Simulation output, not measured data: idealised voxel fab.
process module | voxel air gaps
cross-section cut | 260 nm wide | cells 5 nm
A cross-section is a grid of square cells, given in bands from the top down. A band is one or more rows of cells.
Each band's line starts with the height of the band's top and of its bottom, in nm. Then come its materials from left to right, each with its width in nm. One material with "throughout" fills the band from edge to edge. "air" is empty space.
Height 0 is the level under which the wafer as received is all one material. The lowest band goes on downwards, as in "0 down".
A width such as "30 to 40" changes by the same amount from each row of cells to the next, from the band's top row to its bottom row.
"no change" after a step means that no cell of the cross-section changed.
closed voids: empty space of 8 cells or more with no open way to the top, each as width x height at its distance from the left edge, in nm
after a step's settings: what the simulator itself notes on the step
overlay nm, on a step with a mask: how far to the right of its planned place the mask lay; to the left if negative
plan
1 op RECEIVE | material Si
2 op CONFORMAL_DEP | material SiO2 | thk nm 10
3 op CONFORMAL_DEP | material SiCN | thk nm 5
4 op DIRECTIONAL_DEP | material SiO2 | thk nm 35
5 op DIRECTIONAL_DEP | material aC | thk nm 15
6 op PATTERN | tone open | mask id LINES | material resist | width nm 25 | pitch nm 50 | thk nm 35 | overlay nm 0
7 op DIRECTIONAL_ETCH | etch materials aC | depth nm 15
8 op STRIP | etch materials resist
9 op DIRECTIONAL_ETCH | etch materials SiO2 | depth nm 35
10 op STRIP | etch materials aC
11 op CONFORMAL_DEP | material TiN | thk nm 5
12 op FILL_DEP | material W | thk nm 10
13 op CMP | height nm 50
14 op EPI | material Ru | thk nm 10
15 op SELECTIVE_ETCH | etch materials SiO2 | depth nm 45
16 op CONFORMAL_DEP | material SiCN | thk nm 5
first wafer, as planned
as received, after step 1
  0 down: Si throughout
  closed voids: none
after step 2
  10 to 0: SiO2 throughout
  below 0: unchanged
after step 3
  15 to 10: SiCN throughout
  below 10: unchanged
after step 4
  50 to 15: SiO2 throughout
  below 15: unchanged
after step 5
  65 to 50: aC throughout
  below 50: unchanged
after step 6
  100 to 65: resist 40 | air 25 | resist 25 | air 25 | resist 25 | air 25 | resist 25 | air 25 | resist 45
  below 65: unchanged
after step 7
  85 to 65: resist 40 | air 25 | resist 25 | air 25 | resist 25 | air 25 | resist 25 | air 25 | resist 45
  65 to 50: aC 40 | air 25 | aC 25 | air 25 | aC 25 | air 25 | aC 25 | air 25 | aC 45
  below 50: unchanged
after step 8
  65 to 50: aC 40 | air 25 | aC 25 | air 25 | aC 25 | air 25 | aC 25 | air 25 | aC 45
  below 50: unchanged
after step 9
  65 to 50: aC 40 | air 25 | aC 25 | air 25 | aC 25 | air 25 | aC 25 | air 25 | aC 45
  50 to 15: SiO2 40 | air 25 | SiO2 25 | air 25 | SiO2 25 | air 25 | SiO2 25 | air 25 | SiO2 45
  below 15: unchanged
after step 10
  50 to 15: SiO2 40 | air 25 | SiO2 25 | air 25 | SiO2 25 | air 25 | SiO2 25 | air 25 | SiO2 45
  below 15: unchanged
after step 11
  55 to 50: TiN 45 | air 15 | TiN 35 | air 15 | TiN 35 | air 15 | TiN 35 | air 15 | TiN 50
  50 to 20: SiO2 40 | TiN 5 | air 15 | TiN 5 | SiO2 25 | TiN 5 | air 15 | TiN 5 | SiO2 25 | TiN 5 | air 15 | TiN 5 | SiO2 25 | TiN 5 | air 15 | TiN 5 | SiO2 45
  20 to 15: SiO2 40 | TiN 25 | SiO2 25 | TiN 25 | SiO2 25 | TiN 25 | SiO2 25 | TiN 25 | SiO2 45
  below 15: unchanged
after step 12
  65 to 55: W throughout
  55 to 50: TiN 45 | W 15 | TiN 35 | W 15 | TiN 35 | W 15 | TiN 35 | W 15 | TiN 50
  50 to 20: SiO2 40 | TiN 5 | W 15 | TiN 5 | SiO2 25 | TiN 5 | W 15 | TiN 5 | SiO2 25 | TiN 5 | W 15 | TiN 5 | SiO2 25 | TiN 5 | W 15 | TiN 5 | SiO2 45
  below 20: unchanged
after step 13
  50 to 20: SiO2 40 | TiN 5 | W 15 | TiN 5 | SiO2 25 | TiN 5 | W 15 | TiN 5 | SiO2 25 | TiN 5 | W 15 | TiN 5 | SiO2 25 | TiN 5 | W 15 | TiN 5 | SiO2 45
  below 20: unchanged
after step 14
  60 to 50: air 30 | Ru 45 | air 5 | Ru 45 | air 5 | Ru 45 | air 5 | Ru 45 | air 35
  below 50: unchanged
after step 15
  60 to 50: air 30 | Ru 45 | air 5 | Ru 45 | air 5 | Ru 45 | air 5 | Ru 45 | air 35
  50 to 20: air 40 | TiN 5 | W 15 | TiN 5 | air 25 | TiN 5 | W 15 | TiN 5 | air 25 | TiN 5 | W 15 | TiN 5 | air 25 | TiN 5 | W 15 | TiN 5 | air 45
  20 to 15: air 40 | TiN 25 | air 25 | TiN 25 | air 25 | TiN 25 | air 25 | TiN 25 | air 45
  below 15: unchanged
after step 16
  65 to 60: air 25 | SiCN 205 | air 30
  60 to 50: air 25 | SiCN 5 | Ru 45 | SiCN 5 | Ru 45 | SiCN 5 | Ru 45 | SiCN 5 | Ru 45 | SiCN 5 | air 30
  50 to 45: air 25 | SiCN 15 | TiN 5 | W 15 | TiN 5 | SiCN 25 | TiN 5 | W 15 | TiN 5 | SiCN 25 | TiN 5 | W 15 | TiN 5 | SiCN 25 | TiN 5 | W 15 | TiN 5 | SiCN 15 | air 30
  45 to 20: air 35 | SiCN 5 | TiN 5 | W 15 | TiN 5 | SiCN 5 | air 15 | SiCN 5 | TiN 5 | W 15 | TiN 5 | SiCN 5 | air 15 | SiCN 5 | TiN 5 | W 15 | TiN 5 | SiCN 5 | air 15 | SiCN 5 | TiN 5 | W 15 | TiN 5 | SiCN 5 | air 40
  20 to 15: SiCN 40 | TiN 25 | SiCN 25 | TiN 25 | SiCN 25 | TiN 25 | SiCN 25 | TiN 25 | SiCN 45
  below 15: unchanged
  closed voids: 15 x 25 at 70; 15 x 25 at 120; 15 x 25 at 170
second wafer: like start, like plan, one mistake. Through step 5 it matches the first wafer
when step 6 should have ended
  100 to 65: air 40 | resist 25 | air 25 | resist 25 | air 25 | resist 25 | air 25 | resist 25 | air 45
  below 65: unchanged
when step 7 should have ended
  85 to 65: air 40 | resist 25 | air 25 | resist 25 | air 25 | resist 25 | air 25 | resist 25 | air 45
  65 to 50: air 40 | aC 25 | air 25 | aC 25 | air 25 | aC 25 | air 25 | aC 25 | air 45
  below 50: unchanged
when step 8 should have ended
  65 to 50: air 40 | aC 25 | air 25 | aC 25 | air 25 | aC 25 | air 25 | aC 25 | air 45
  below 50: unchanged
when step 9 should have ended
  65 to 50: air 40 | aC 25 | air 25 | aC 25 | air 25 | aC 25 | air 25 | aC 25 | air 45
  50 to 15: air 40 | SiO2 25 | air 25 | SiO2 25 | air 25 | SiO2 25 | air 25 | SiO2 25 | air 45
  below 15: unchanged
when step 10 should have ended
  50 to 15: air 40 | SiO2 25 | air 25 | SiO2 25 | air 25 | SiO2 25 | air 25 | SiO2 25 | air 45
  below 15: unchanged
when step 11 should have ended
  55 to 50: air 35 | TiN 35 | air 15 | TiN 35 | air 15 | TiN 35 | air 15 | TiN 35 | air 40
  50 to 20: air 35 | TiN 5 | SiO2 25 | TiN 5 | air 15 | TiN 5 | SiO2 25 | TiN 5 | air 15 | TiN 5 | SiO2 25 | TiN 5 | air 15 | TiN 5 | SiO2 25 | TiN 5 | air 40
  20 to 15: TiN 40 | SiO2 25 | TiN 25 | SiO2 25 | TiN 25 | SiO2 25 | TiN 25 | SiO2 25 | TiN 45
  below 15: unchanged
when step 12 should have ended
  65 to 55: W throughout
  55 to 50: W 35 | TiN 35 | W 15 | TiN 35 | W 15 | TiN 35 | W 15 | TiN 35 | W 40
  50 to 20: W 35 | TiN 5 | SiO2 25 | TiN 5 | W 15 | TiN 5 | SiO2 25 | TiN 5 | W 15 | TiN 5 | SiO2 25 | TiN 5 | W 15 | TiN 5 | SiO2 25 | TiN 5 | W 40
  below 20: unchanged
when step 13 should have ended
  50 to 20: W 35 | TiN 5 | SiO2 25 | TiN 5 | W 15 | TiN 5 | SiO2 25 | TiN 5 | W 15 | TiN 5 | SiO2 25 | TiN 5 | W 15 | TiN 5 | SiO2 25 | TiN 5 | W 40
  below 20: unchanged
when step 14 should have ended
  60 to 50: Ru 50 | air 5 | Ru 45 | air 5 | Ru 45 | air 5 | Ru 45 | air 5 | Ru 55
  below 50: unchanged
when step 15 should have ended
  60 to 50: Ru 50 | air 5 | Ru 45 | air 5 | Ru 45 | air 5 | Ru 45 | air 5 | Ru 55
  50 to 20: W 35 | TiN 5 | air 25 | TiN 5 | W 15 | TiN 5 | air 25 | TiN 5 | W 15 | TiN 5 | air 25 | TiN 5 | W 15 | TiN 5 | air 25 | TiN 5 | W 40
  20 to 15: TiN 40 | air 25 | TiN 25 | air 25 | TiN 25 | air 25 | TiN 25 | air 25 | TiN 45
  below 15: unchanged
when step 16 should have ended
  65 to 60: SiCN throughout
  60 to 50: Ru 50 | SiCN 5 | Ru 45 | SiCN 5 | Ru 45 | SiCN 5 | Ru 45 | SiCN 5 | Ru 55
  50 to 45: W 35 | TiN 5 | SiCN 25 | TiN 5 | W 15 | TiN 5 | SiCN 25 | TiN 5 | W 15 | TiN 5 | SiCN 25 | TiN 5 | W 15 | TiN 5 | SiCN 25 | TiN 5 | W 40
  45 to 20: W 35 | TiN 5 | SiCN 5 | air 15 | SiCN 5 | TiN 5 | W 15 | TiN 5 | SiCN 5 | air 15 | SiCN 5 | TiN 5 | W 15 | TiN 5 | SiCN 5 | air 15 | SiCN 5 | TiN 5 | W 15 | TiN 5 | SiCN 5 | air 15 | SiCN 5 | TiN 5 | W 40
  20 to 15: TiN 40 | SiCN 25 | TiN 25 | SiCN 25 | TiN 25 | SiCN 25 | TiN 25 | SiCN 25 | TiN 45
  below 15: unchanged
  closed voids: 15 x 25 at 45; 15 x 25 at 95; 15 x 25 at 145; 15 x 25 at 195
what went wrong: step 6 ran as: op PATTERN | tone cover | mask id LINES | material resist | width nm 25 | pitch nm 50 | thk nm 35 | overlay nm 0
at the end the second wafer has, in cells: 24 more of Ru | 4 fewer of SiCN | 12 more of TiN | 72 more of W
closed voids at the end (first wafer, second wafer): 3, 4
